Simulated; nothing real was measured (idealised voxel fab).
process module | voxel gate over fins
cross-section cut | 215 nm wide | cells 5 nm
A cross-section is a grid of square cells, given in bands from the top down. A band is one or more rows of cells.
Each band's line starts with the height of the band's top and of its bottom, in nm. Then come its materials from left to right, each with its width in nm. One material with "throughout" fills the band from edge to edge. "air" is empty space.
Height 0 is the level under which the wafer as received is all one material. The lowest band goes on downwards, as in "0 down".
A width such as "30 to 40" changes by the same amount from each row of cells to the next, from the band's top row to its bottom row.
"no change" after a step means that no cell of the cross-section changed.
closed voids: empty space of 8 cells or more with no open way to the top, each as width x height at its distance from the left edge, in nm
after a step's settings: what the simulator itself notes on the step
overlay nm, on a step with a mask: how far to the right of its planned place the mask lay; to the left if negative
plan
1 op RECEIVE | material Si
2 op CONFORMAL_DEP | material SiN | thk nm 5
3 op MASKED_ETCH | tone cover | mask id FINS | width nm 15 | pitch nm 40 | etch materials SiN | depth nm 5 | overlay nm 0
4 op MASKED_ETCH | tone cover | mask id FINS | width nm 15 | pitch nm 40 | etch materials Si | depth nm 35 | overlay nm 0
5 op FILL_DEP | material SiO2 | thk nm 15
6 op CMP | height nm 5
7 op SELECTIVE_ETCH | etch materials SiO2 | depth nm 20
8 op STRIP | etch materials SiN
9 op CONFORMAL_DEP | material HfO2 | thk nm 5
10 op CONFORMAL_DEP | material TiN | thk nm 5
11 op FILL_DEP | material W | thk nm 15
12 op CMP | height nm 20
13 op CONFORMAL_DEP | material SiN | thk nm 5
as received, after step 1
  0 down: Si throughout
  closed voids: none
first wafer at the end, as planned
  25 to 20: SiN throughout
  20 to 10: W throughout
  10 to 5: W 70 | TiN 35 | W 5 | TiN 35 | W 70
  5 to 0: W 70 | TiN 5 | HfO2 25 | TiN 5 | W 5 | TiN 5 | HfO2 25 | TiN 5 | W 70
  0 to -5: W 70 | TiN 5 | HfO2 5 | Si 15 | HfO2 5 | TiN 5 | W 5 | TiN 5 | HfO2 5 | Si 15 | HfO2 5 | TiN 5 | W 70
  -5 to -10: TiN 75 | HfO2 5 | Si 15 | HfO2 5 | TiN 15 | HfO2 5 | Si 15 | HfO2 5 | TiN 75
  -10 to -15: HfO2 80 | Si 15 | HfO2 25 | Si 15 | HfO2 80
  -15 to -35: SiO2 80 | Si 15 | SiO2 25 | Si 15 | SiO2 80
  -35 down: Si throughout
  closed voids: none
second wafer at the end: like start, like plan, one mistake
  25 to 20: SiN throughout
  20 to 10: W throughout
  10 to 5: TiN throughout
  5 to 0: HfO2 throughout
  0 to -35: SiO2 80 | Si 15 | SiO2 25 | Si 15 | SiO2 80
  -35 down: Si throughout
  closed voids: none
what went wrong: step 6 was left out
at the end the second wafer has, in cells: 12 fewer of HfO2 | 111 more of SiO2 | 12 fewer of TiN | 87 fewer of W
